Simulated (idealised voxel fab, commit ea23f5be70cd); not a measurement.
Process module under the name voxel tone inversion
Xsec cut, 285 nm wide, square cell size 5 nm.
For the purposes of this document, a cross-section shall be understood as a grid of square cells, specified as bands listed in top-to-bottom order, each band consisting of one or more rows of cells.
A band entry consists of two parts. The first gives the height of the band's top and the height of its bottom, in nm. The rest lists the band's materials from left to right, each with its width in nm. A single material labelled with the word "everywhere" fills the band from edge to edge, and the word "air" marks empty space.
Heights from 0 (as-received wafer is one material below). Bottom band endless downward, as "0 down".
Note: "30..40" means the width goes from the first number (top row of the band) to the second number (bottom row) in equal steps per row of cells.
What does "left unchanged" mean for a step? It means no cell of the cross-section changed in that step.
Entry "Sealed void list". Content: empty spaces with no open connection to the top, size 8 cells or greater. Each: width x height at distance. Distance: from left edge. Unit: nm.
Post-settings text on a step line: simulator's own remark regarding the step.
"overlay nm" answers the question of how far to the right of plan the mask lay on a step that has a mask, and when it is negative the answer is to the left.

Intended process steps
1,RECEIVE [material Si]
2,CONFORMAL_DEP [material SiCN] [thk nm 5]
3,DIRECTIONAL_DEP [material aC] [thk nm 20]
4,PATTERN [tone cover] [mask id POSTS] [material resist] [width nm 25] [pitch nm 50] [thk nm 30] [overlay nm 0]
5,DIRECTIONAL_ETCH [etch materials aC] [depth nm 20]
6,STRIP [etch materials resist]
7,FILL_DEP [material lowk] [thk nm 10]
8,CMP [height nm 25]
9,STRIP [etch materials aC]
10,CONFORMAL_DEP [material TiN] [thk nm 5]
11,FILL_DEP [material Ru] [thk nm 10]
12,CMP [height nm 25]
13,CONFORMAL_DEP [material SiCN] [thk nm 5]

Below: the first of two wafers, run as planned

Wafer cross-section on receipt, i.e. after step 1
    0 down: Si everywhere
    Sealed void list: none

after step 2
    5 to 0: SiCN everywhere
    Unchanged below 0.

after step 3
    25 to 5: aC everywhere
    Unchanged below 5.

after step 4
    55 to 25: 80 air; 25 resist; 25 air; 25 resist; 25 air; 25 resist; 80 air
    Unchanged below 25.

after step 5
    35 to 25: 80 air; 25 resist; 25 air; 25 resist; 25 air; 25 resist; 80 air
    25 to 5: 80 air; 25 aC; 25 air; 25 aC; 25 air; 25 aC; 80 air
    Unchanged below 5.

after step 6
    25 to 5: 80 air; 25 aC; 25 air; 25 aC; 25 air; 25 aC; 80 air
    Unchanged below 5.

after step 7
    35 to 25: lowk everywhere
    25 to 5: 80 lowk; 25 aC; 25 lowk; 25 aC; 25 lowk; 25 aC; 80 lowk
    Unchanged below 5.

after step 8
    25 to 5: 80 lowk; 25 aC; 25 lowk; 25 aC; 25 lowk; 25 aC; 80 lowk
    Unchanged below 5.

after step 9
    25 to 5: 80 lowk; 25 air; 25 lowk; 25 air; 25 lowk; 25 air; 80 lowk
    Unchanged below 5.

after step 10
    30 to 25: 85 TiN; 15 air; 35 TiN; 15 air; 35 TiN; 15 air; 85 TiN
    25 to 10: 80 lowk; 5 TiN; 15 air; 5 TiN; 25 lowk; 5 TiN; 15 air; 5 TiN; 25 lowk; 5 TiN; 15 air; 5 TiN; 80 lowk
    10 to 5: 80 lowk; 25 TiN; 25 lowk; 25 TiN; 25 lowk; 25 TiN; 80 lowk
    Unchanged below 5.

after step 11
    40 to 30: Ru everywhere
    30 to 25: 85 TiN; 15 Ru; 35 TiN; 15 Ru; 35 TiN; 15 Ru; 85 TiN
    25 to 10: 80 lowk; 5 TiN; 15 Ru; 5 TiN; 25 lowk; 5 TiN; 15 Ru; 5 TiN; 25 lowk; 5 TiN; 15 Ru; 5 TiN; 80 lowk
    Unchanged below 10.

after step 12
    25 to 10: 80 lowk; 5 TiN; 15 Ru; 5 TiN; 25 lowk; 5 TiN; 15 Ru; 5 TiN; 25 lowk; 5 TiN; 15 Ru; 5 TiN; 80 lowk
    Unchanged below 10.

after step 13
    30 to 25: SiCN everywhere
    Unchanged below 25.

The second wafer was prepared from the same starting point and under the same plan as the first; its processing contained one mistake, and it remains indistinguishable from the first wafer up to and including step 3

Second wafer, cross-section, planned end of step 4
    55 to 25: 85 air; 20 resist; 30 air; 20 resist; 30 air; 20 resist; 80 air
    Unchanged below 25.

Second wafer, cross-section, planned end of step 5
    35 to 25: 85 air; 20 resist; 30 air; 20 resist; 30 air; 20 resist; 80 air
    25 to 5: 85 air; 20 aC; 30 air; 20 aC; 30 air; 20 aC; 80 air
    Unchanged below 5.

Second wafer, cross-section, planned end of step 6
    25 to 5: 85 air; 20 aC; 30 air; 20 aC; 30 air; 20 aC; 80 air
    Unchanged below 5.

Second wafer, cross-section, planned end of step 7
    35 to 25: lowk everywhere
    25 to 5: 85 lowk; 20 aC; 30 lowk; 20 aC; 30 lowk; 20 aC; 80 lowk
    Unchanged below 5.

Second wafer, cross-section, planned end of step 8
    25 to 5: 85 lowk; 20 aC; 30 lowk; 20 aC; 30 lowk; 20 aC; 80 lowk
    Unchanged below 5.

Second wafer, cross-section, planned end of step 9
    25 to 5: 85 lowk; 20 air; 30 lowk; 20 air; 30 lowk; 20 air; 80 lowk
    Unchanged below 5.

Second wafer, cross-section, planned end of step 10
    30 to 25: 90 TiN; 10 air; 40 TiN; 10 air; 40 TiN; 10 air; 85 TiN
    25 to 10: 85 lowk; 5 TiN; 10 air; 5 TiN; 30 lowk; 5 TiN; 10 air; 5 TiN; 30 lowk; 5 TiN; 10 air; 5 TiN; 80 lowk
    10 to 5: 85 lowk; 20 TiN; 30 lowk; 20 TiN; 30 lowk; 20 TiN; 80 lowk
    Unchanged below 5.

Second wafer, cross-section, planned end of step 11
    40 to 30: Ru everywhere
    30 to 25: 90 TiN; 10 Ru; 40 TiN; 10 Ru; 40 TiN; 10 Ru; 85 TiN
    25 to 10: 85 lowk; 5 TiN; 10 Ru; 5 TiN; 30 lowk; 5 TiN; 10 Ru; 5 TiN; 30 lowk; 5 TiN; 10 Ru; 5 TiN; 80 lowk
    Unchanged below 10.

Second wafer, cross-section, planned end of step 12
    25 to 10: 85 lowk; 5 TiN; 10 Ru; 5 TiN; 30 lowk; 5 TiN; 10 Ru; 5 TiN; 30 lowk; 5 TiN; 10 Ru; 5 TiN; 80 lowk
    Unchanged below 10.

Second wafer, cross-section, planned end of step 13
    30 to 25: SiCN everywhere
    Unchanged below 25.
Deviation noted in wafer processing: step 4 went in with a setting other than planned; the actual run was PATTERN [tone cover] [mask id POSTS] [material resist] [width nm 20] [pitch nm 50] [thk nm 30] [overlay nm 0]
Cell-count delta at end, second wafer over first, by material: 9 fewer of Ru; 3 fewer of TiN; 12 more of lowk
